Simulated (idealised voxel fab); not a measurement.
voxel gate over fins: a process module
The cross-section on display is named cut; it measures 235 nm wide, and its cells are 5 nm squares.
When this document writes out a cross-section, it uses a grid of square cells and lists it as bands, beginning at the top and moving down, with a band standing for one or more rows of cells. First you get the band's top height and its bottom height, in nm, and then the materials it's made of, left to right, with each width in nm. If you see a single material with "throughout", that one covers the band edge to edge. "air" is empty space. Below 0: as-received wafer, all one material; heights counted from there. Lowest band: no bottom, goes on down, written "z 0 and below". Note: "30 to 40" means the width goes from the first number (top row of the band) to the second number (bottom row) in equal steps per row of cells. Basically "no modifications" means that step didn't change any cell in the cross-section. "Closed cavity list" lists enclosed empty spaces (at least 8 cells, no open path upward to the top), each as width x height at distance from the left edge, in nm. after a step's settings: what the simulator itself notes on the step. For masked steps, "overlay nm" on the step line gives how far right of plan the mask actually lay; a minus sign means it lay to the left.

Planned process steps:
- 1: RECEIVE,material Si
- 2: CONFORMAL_DEP,material SiN,thk nm 10
- 3: MASKED_ETCH,tone cover,mask id FINS,width nm 15,pitch nm 35,etch materials SiN,depth nm 10,overlay nm 0
- 4: MASKED_ETCH,tone cover,mask id FINS,width nm 15,pitch nm 35,etch materials Si,depth nm 35,overlay nm 0
- 5: FILL_DEP,material SiO2,thk nm 15
- 6: CMP,height nm 10
- 7: SELECTIVE_ETCH,etch materials SiO2,depth nm 20
- 8: STRIP,etch materials SiN
- 9: CONFORMAL_DEP,material HfO2,thk nm 5
- 10: CONFORMAL_DEP,material TiN,thk nm 5
- 11: FILL_DEP,material W,thk nm 15
- 12: CMP,height nm 20
- 13: CONFORMAL_DEP,material SiCN,thk nm 5

As received, after step 1:
z 0 and below | Si throughout
Closed cavity list: none

Cross-section, end of module. Start: as above. Plan: as above. Execution: one mistake:
z 25 to 20 | SiCN throughout
z 20 to 10 | W throughout
z 10 to 5 | 80 nm W, then 70 nm TiN, then 85 nm W
z 5 to 0 | 80 nm W, then 5 nm TiN, then 25 nm HfO2, then 10 nm TiN, then 25 nm HfO2, then 5 nm TiN, then 85 nm W
z 0 to -5 | 85 nm TiN, then 5 nm HfO2, then 15 nm Si, then 5 nm HfO2, then 10 nm TiN, then 5 nm HfO2, then 15 nm Si, then 5 nm HfO2, then 90 nm TiN
z -5 to -10 | 90 nm HfO2, then 15 nm Si, then 20 nm HfO2, then 15 nm Si, then 95 nm HfO2
z -10 to -30 | 90 nm SiO2, then 15 nm Si, then 20 nm SiO2, then 15 nm Si, then 95 nm SiO2
z -30 and below | Si throughout
Closed cavity list: none
Want to know what went wrong? it should be noted that step 4 was executed with settings other than those planned, the operation and settings actually applied being MASKED_ETCH,tone cover,mask id FINS,width nm 15,pitch nm 35,etch materials Si,depth nm 30,overlay nm 0
